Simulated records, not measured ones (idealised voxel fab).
Process module in this document: voxel released beams
We display cut, a cross-section 275 nm in width whose square cells are each 5 nm.
Cross-section = grid of square cells, listed top down in bands; band = one or more rows. Within each band entry, the heights of the top and of the bottom of the band appear first, in that order and in nm; the materials of the band then follow from left to right, each with its corresponding width in nm. The designation "edge to edge" on a single material indicates that it fills the band from edge to edge; the designation "empty" indicates empty space. The level at which height equals 0 is the one under which the wafer, as it arrives, is entirely one material. No lower edge exists for the bottom band, which continues downward and is notated as in "from 0 down". Width: "30..40" (first number = top row, second number = bottom row, same change from row to row of cells). Any step labelled "all unchanged" changed none of the cells in the cross-section. Under "Trapped void list" you'll find the enclosed gaps, the ones with no way out to the top, that are 8 cells or bigger; each reads width x height at distance, with distance counted from the left edge, everything in nm. It should be noted that, on the line of a given step, the content following the step's settings is a remark produced by the simulator itself with respect to that step. The optional step-line setting "overlay nm" applies to steps with a mask and quantifies how far to the right of its planned location the mask lay, a negative value indicating leftward placement.

The planned process steps are enumerated hereunder
1,RECEIVE (material Si)
2,CONFORMAL_DEP (material SiN; thk nm 5)
3,DIRECTIONAL_DEP (material SiO2; thk nm 20)
4,MASKED_ETCH (tone open; mask id ANCHOR; width nm 35; etch materials SiO2; depth nm 20; overlay nm 0)
5,CONFORMAL_DEP (material TiN; thk nm 10)
6,MASKED_ETCH (tone cover; mask id BEAM; width nm 85; etch materials TiN; depth nm 10; overlay nm 0)
7,STRIP (etch materials SiO2)

Below: the first of two wafers, run as planned

Delivered wafer in cross-section: state after step 1
    from 0 down: Si edge to edge
    Trapped void list: none

Cross-section: wafer state after step 2
    from 5 to 0: SiN edge to edge
    Beneath the level 0, the cross-section is identical to its previous state.

Cross-section: wafer state after step 3
    from 25 to 5: SiO2 edge to edge
    Beneath the level 5, the cross-section is identical to its previous state.

Cross-section: wafer state after step 4
    from 25 to 5: 95 of SiO2, then 35 of empty, then 145 of SiO2
    Beneath the level 5, the cross-section is identical to its previous state.

Cross-section: wafer state after step 5
    from 35 to 25: 105 of TiN, then 15 of empty, then 155 of TiN
    from 25 to 15: 95 of SiO2, then 10 of TiN, then 15 of empty, then 10 of TiN, then 145 of SiO2
    from 15 to 5: 95 of SiO2, then 35 of TiN, then 145 of SiO2
    Beneath the level 5, the cross-section is identical to its previous state.

Cross-section: wafer state after step 6
    from 35 to 25: 90 of empty, then 15 of TiN, then 15 of empty, then 55 of TiN, then 100 of empty
    Beneath the level 25, the cross-section is identical to its previous state.

Cross-section: wafer state after step 7
    from 35 to 25: 90 of empty, then 15 of TiN, then 15 of empty, then 55 of TiN, then 100 of empty
    from 25 to 15: 95 of empty, then 10 of TiN, then 15 of empty, then 10 of TiN, then 145 of empty
    from 15 to 5: 95 of empty, then 35 of TiN, then 145 of empty
    Beneath the level 5, the cross-section is identical to its previous state.

Here the second wafer is described. Its start and its plan were those of the first wafer. Its run contained one mistake. Up to and including step 1, it did exactly what the first wafer did

Cross-sectional view of the second wafer at the intended end time of process step 2
    from 15 to 0: SiN edge to edge
    Beneath the level 0, the cross-section is identical to its previous state.

Cross-sectional view of the second wafer at the intended end time of process step 3
    from 35 to 15: SiO2 edge to edge
    Beneath the level 15, the cross-section is identical to its previous state.

Cross-sectional view of the second wafer at the intended end time of process step 4
    from 35 to 15: 95 of SiO2, then 35 of empty, then 145 of SiO2
    Beneath the level 15, the cross-section is identical to its previous state.

Cross-sectional view of the second wafer at the intended end time of process step 5
    from 45 to 35: 105 of TiN, then 15 of empty, then 155 of TiN
    from 35 to 25: 95 of SiO2, then 10 of TiN, then 15 of empty, then 10 of TiN, then 145 of SiO2
    from 25 to 15: 95 of SiO2, then 35 of TiN, then 145 of SiO2
    Beneath the level 15, the cross-section is identical to its previous state.

Cross-sectional view of the second wafer at the intended end time of process step 6
    from 45 to 35: 90 of empty, then 15 of TiN, then 15 of empty, then 55 of TiN, then 100 of empty
    Beneath the level 35, the cross-section is identical to its previous state.

Cross-sectional view of the second wafer at the intended end time of process step 7
    from 45 to 35: 90 of empty, then 15 of TiN, then 15 of empty, then 55 of TiN, then 100 of empty
    from 35 to 25: 95 of empty, then 10 of TiN, then 15 of empty, then 10 of TiN, then 145 of empty
    from 25 to 15: 95 of empty, then 35 of TiN, then 145 of empty
    Beneath the level 15, the cross-section is identical to its previous state.
Here's what went sideways: step 2: run off-plan, actual operation and settings CONFORMAL_DEP (material SiN; thk nm 15)
The second wafer ends with more or fewer cells of some materials than the first, per final count: +110 SiN
